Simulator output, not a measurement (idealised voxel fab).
Herein follows the process module entitled voxel wiring stack.
FYI the section here is cut, 180 nm wide, cells are 5 nm squares.
Each cross-section below is a grid of square cells, stated as bands in top-down order, with one or more rows of cells making up each band. Look at the band entry: it leads with the top's height and the bottom's height in nm. Then it lists the materials left to right, with a width in nm for each. The word "all across" on a single material says that material fills the band edge to edge. The word "air" is empty space. Ref level 0: as-received wafer is one material below here. Bottom band extends down with no lower bound ("top 0, no bottom"). The expression "30..40" gives the width at the extremes of the band, the first number at its top row of cells and the second at its bottom row, with the width changing by equal amounts from each row to the next in between. A step reported as "no modification" is a step in which no cell of the cross-section changed. If an empty space has no open way to the top and is at least 8 cells in size, "Unvented internal voids" lists it, written width x height at distance, where distance is measured from the left edge and every value is in nm. Whatever follows a step's settings on its line is a remark the simulator itself makes about that step. For masked steps, "overlay nm" on the step line gives how far right of plan the mask actually lay; a minus sign means it lay to the left.
This section lists the process steps that were planned:
1. RECEIVE, material Si
2. CONFORMAL_DEP, material SiO2, thk nm 10
3. DIRECTIONAL_DEP, material TiN, thk nm 5
4. DIRECTIONAL_DEP, material W, thk nm 25
5. DIRECTIONAL_DEP, material aC, thk nm 10
6. PATTERN, tone cover, mask id METAL_1, material resist, width nm 25, pitch nm 45, thk nm 30, overlay nm 0
7. DIRECTIONAL_ETCH, etch materials aC, depth nm 10
8. STRIP, etch materials resist
9. DIRECTIONAL_ETCH, etch materials W, depth nm 25
10. DIRECTIONAL_ETCH, etch materials TiN, depth nm 5
11. STRIP, etch materials aC
12. CONFORMAL_DEP, material SiN, thk nm 5
13. FILL_DEP, material lowk, thk nm 10
14. CMP, height nm 40
15. CONFORMAL_DEP, material SiCN, thk nm 5
16. DIRECTIONAL_DEP, material lowk, thk nm 30
17. DIRECTIONAL_DEP, material aC, thk nm 15
18. PATTERN, tone open, mask id METAL_2_HOLES, material resist, width nm 15, pitch nm 45, thk nm 35, overlay nm 0
19. DIRECTIONAL_ETCH, etch materials aC, depth nm 15
20. STRIP, etch materials resist
21. DIRECTIONAL_ETCH, etch materials lowk, depth nm 30
22. STRIP, etch materials aC
23. DIRECTIONAL_DEP, material aC, thk nm 15
24. PATTERN, tone open, mask id METAL_2, material resist, width nm 25, pitch nm 45, thk nm 30, overlay nm 0
25. DIRECTIONAL_ETCH, etch materials aC, depth nm 15
26. STRIP, etch materials resist
27. DIRECTIONAL_ETCH, etch materials lowk, depth nm 20
28. DIRECTIONAL_ETCH, etch materials SiCN, depth nm 5
29. STRIP, etch materials aC
30. CONFORMAL_DEP, material TiN, thk nm 5
31. FILL_DEP, material Cu, thk nm 5
32. CMP, height nm 75
33. CONFORMAL_DEP, material SiCN, thk nm 5
34. DIRECTIONAL_DEP, material lowk, thk nm 25
35. DIRECTIONAL_DEP, material aC, thk nm 10
36. PATTERN, tone open, mask id METAL_3_HOLES, material resist, width nm 15, thk nm 25, overlay nm 0
37. DIRECTIONAL_ETCH, etch materials aC, depth nm 10
38. STRIP, etch materials resist
39. DIRECTIONAL_ETCH, etch materials lowk, depth nm 25
40. STRIP, etch materials aC
41. PATTERN, tone open, mask id METAL_3, material resist, width nm 25, pitch nm 45, thk nm 20, overlay nm 0
42. DIRECTIONAL_ETCH, etch materials lowk, depth nm 15
43. DIRECTIONAL_ETCH, etch materials SiCN, depth nm 5
44. STRIP, etch materials resist
45. CONFORMAL_DEP, material TiN, thk nm 5
46. FILL_DEP, material Cu, thk nm 10
47. CMP, height nm 105
48. CONFORMAL_DEP, material SiCN, thk nm 5
49. DIRECTIONAL_DEP, material SiO2, thk nm 25
50. MASKED_ETCH, tone open, mask id METAL_4_HOLES, width nm 15, etch materials SiO2, depth nm 25, overlay nm 0
51. DIRECTIONAL_DEP, material aC, thk nm 15
52. PATTERN, tone open, mask id METAL_4, material resist, width nm 25, pitch nm 45, thk nm 35, overlay nm -15
53. DIRECTIONAL_ETCH, etch materials aC, depth nm 15
54. STRIP, etch materials resist
55. DIRECTIONAL_ETCH, etch materials SiO2, depth nm 15
56. DIRECTIONAL_ETCH, etch materials SiCN, depth nm 5
57. STRIP, etch materials aC
58. CONFORMAL_DEP, material TiN, thk nm 5
59. FILL_DEP, material Cu, thk nm 5
60. CMP, height nm 135
61. CONFORMAL_DEP, material SiCN, thk nm 5
varied across the wafers: overlay nm of step 52. The plan shows the first wafer's value. All wafers start alike
The first of several wafers in cross-section, exactly as it reached us after step 1:
  top 0, no bottom  Si all across
  Unvented internal voids: none
Depicted here is the first of several wafers in cross-section, at module completion following the last step, step 61:
  top 140, bottom 135  SiCN all across
  top 135, bottom 125  40 nm SiO2, 5 nm TiN, 20 nm Cu, 5 nm TiN, 15 nm SiO2, 5 nm TiN, 15 nm Cu, 5 nm TiN, 70 nm SiO2
  top 125, bottom 120  40 nm SiO2, 20 nm TiN, 5 nm Cu, 5 nm TiN, 15 nm SiO2, 25 nm TiN, 70 nm SiO2
  top 120, bottom 115  55 nm SiO2, 5 nm TiN, 5 nm Cu, 5 nm TiN, 110 nm SiO2
  top 115, bottom 110  55 nm SiO2, 15 nm TiN, 110 nm SiO2
  top 110, bottom 105  55 nm SiCN, 10 nm TiN, 115 nm SiCN
  top 105, bottom 95  55 nm lowk, 5 nm TiN, 15 nm Cu, 5 nm TiN, 20 nm lowk, 5 nm TiN, 15 nm Cu, 5 nm TiN, 55 nm lowk
  top 95, bottom 90  55 nm lowk, 5 nm TiN, 5 nm Cu, 15 nm TiN, 20 nm lowk, 25 nm TiN, 55 nm lowk
  top 90, bottom 80  55 nm lowk, 5 nm TiN, 5 nm Cu, 5 nm TiN, 110 nm lowk
  top 80, bottom 75  55 nm SiCN, 15 nm TiN, 110 nm SiCN
  top 75, bottom 60  55 nm lowk, 5 nm TiN, 15 nm Cu, 5 nm TiN, 20 nm lowk, 5 nm TiN, 15 nm Cu, 5 nm TiN, 55 nm lowk
  top 60, bottom 55  55 nm lowk, 5 nm TiN, 5 nm Cu, 15 nm TiN, 20 nm lowk, 5 nm TiN, 5 nm Cu, 15 nm TiN, 55 nm lowk
  top 55, bottom 45  55 nm lowk, 5 nm TiN, 5 nm Cu, 5 nm TiN, 30 nm lowk, 5 nm TiN, 5 nm Cu, 5 nm TiN, 65 nm lowk
  top 45, bottom 40  55 nm SiCN, 15 nm TiN, 30 nm SiCN, 15 nm TiN, 65 nm SiCN
  top 40, bottom 15  50 nm lowk, 5 nm SiN, 25 nm W, 5 nm SiN, 10 nm lowk, 5 nm SiN, 25 nm W, 5 nm SiN, 50 nm lowk
  top 15, bottom 10  55 nm SiN, 25 nm TiN, 20 nm SiN, 25 nm TiN, 55 nm SiN
  top 10, bottom 0  SiO2 all across
  top 0, no bottom  Si all across
  Unvented internal voids: none
Final wafer of several, shown in cross-section at the end of the module:
  top 140, bottom 135  SiCN all across
  top 135, bottom 125  55 nm SiO2, 5 nm TiN, 30 nm Cu, 5 nm TiN, 20 nm SiO2, 5 nm TiN, 15 nm Cu, 5 nm TiN, 40 nm SiO2
  top 125, bottom 120  55 nm SiO2, 5 nm TiN, 5 nm Cu, 30 nm TiN, 20 nm SiO2, 25 nm TiN, 40 nm SiO2
  top 120, bottom 115  55 nm SiO2, 5 nm TiN, 5 nm Cu, 5 nm TiN, 110 nm SiO2
  top 115, bottom 110  55 nm SiO2, 15 nm TiN, 110 nm SiO2
  top 110, bottom 105  SiCN all across
  top 105, bottom 95  55 nm lowk, 5 nm TiN, 15 nm Cu, 5 nm TiN, 20 nm lowk, 5 nm TiN, 15 nm Cu, 5 nm TiN, 55 nm lowk
  top 95, bottom 90  55 nm lowk, 5 nm TiN, 5 nm Cu, 15 nm TiN, 20 nm lowk, 25 nm TiN, 55 nm lowk
  top 90, bottom 80  55 nm lowk, 5 nm TiN, 5 nm Cu, 5 nm TiN, 110 nm lowk
  top 80, bottom 75  55 nm SiCN, 15 nm TiN, 110 nm SiCN
  top 75, bottom 60  55 nm lowk, 5 nm TiN, 15 nm Cu, 5 nm TiN, 20 nm lowk, 5 nm TiN, 15 nm Cu, 5 nm TiN, 55 nm lowk
  top 60, bottom 55  55 nm lowk, 5 nm TiN, 5 nm Cu, 15 nm TiN, 20 nm lowk, 5 nm TiN, 5 nm Cu, 15 nm TiN, 55 nm lowk
  top 55, bottom 45  55 nm lowk, 5 nm TiN, 5 nm Cu, 5 nm TiN, 30 nm lowk, 5 nm TiN, 5 nm Cu, 5 nm TiN, 65 nm lowk
  top 45, bottom 40  55 nm SiCN, 15 nm TiN, 30 nm SiCN, 15 nm TiN, 65 nm SiCN
  top 40, bottom 15  50 nm lowk, 5 nm SiN, 25 nm W, 5 nm SiN, 10 nm lowk, 5 nm SiN, 25 nm W, 5 nm SiN, 50 nm lowk
  top 15, bottom 10  55 nm SiN, 25 nm TiN, 20 nm SiN, 25 nm TiN, 55 nm SiN
  top 10, bottom 0  SiO2 all across
  top 0, no bottom  Si all across
  Unvented internal voids: none
Wafer rows, end of module: cells per material gained (+) or lost (-) since receipt; closed voids last:
overlay nm -15 | +55 Cu | +133 SiCN | +46 SiN | +213 SiO2 | +93 TiN | +50 W | +418 lowk | Unvented internal voids: none
overlay nm -10 | +54 Cu | +132 SiCN | +46 SiN | +216 SiO2 | +92 TiN | +50 W | +418 lowk | Unvented internal voids: none
overlay nm -5 | +54 Cu | +132 SiCN | +46 SiN | +216 SiO2 | +92 TiN | +50 W | +418 lowk | Unvented internal voids: none
overlay nm 0 | +54 Cu | +132 SiCN | +46 SiN | +216 SiO2 | +92 TiN | +50 W | +418 lowk | Unvented internal voids: none
overlay nm 5 | +55 Cu | +133 SiCN | +46 SiN | +213 SiO2 | +93 TiN | +50 W | +418 lowk | Unvented internal voids: none
overlay nm 10 | +57 Cu | +134 SiCN | +46 SiN | +210 SiO2 | +93 TiN | +50 W | +418 lowk | Unvented internal voids: none
overlay nm 15 | +59 Cu | +135 SiCN | +46 SiN | +207 SiO2 | +93 TiN | +50 W | +418 lowk | Unvented internal voids: none
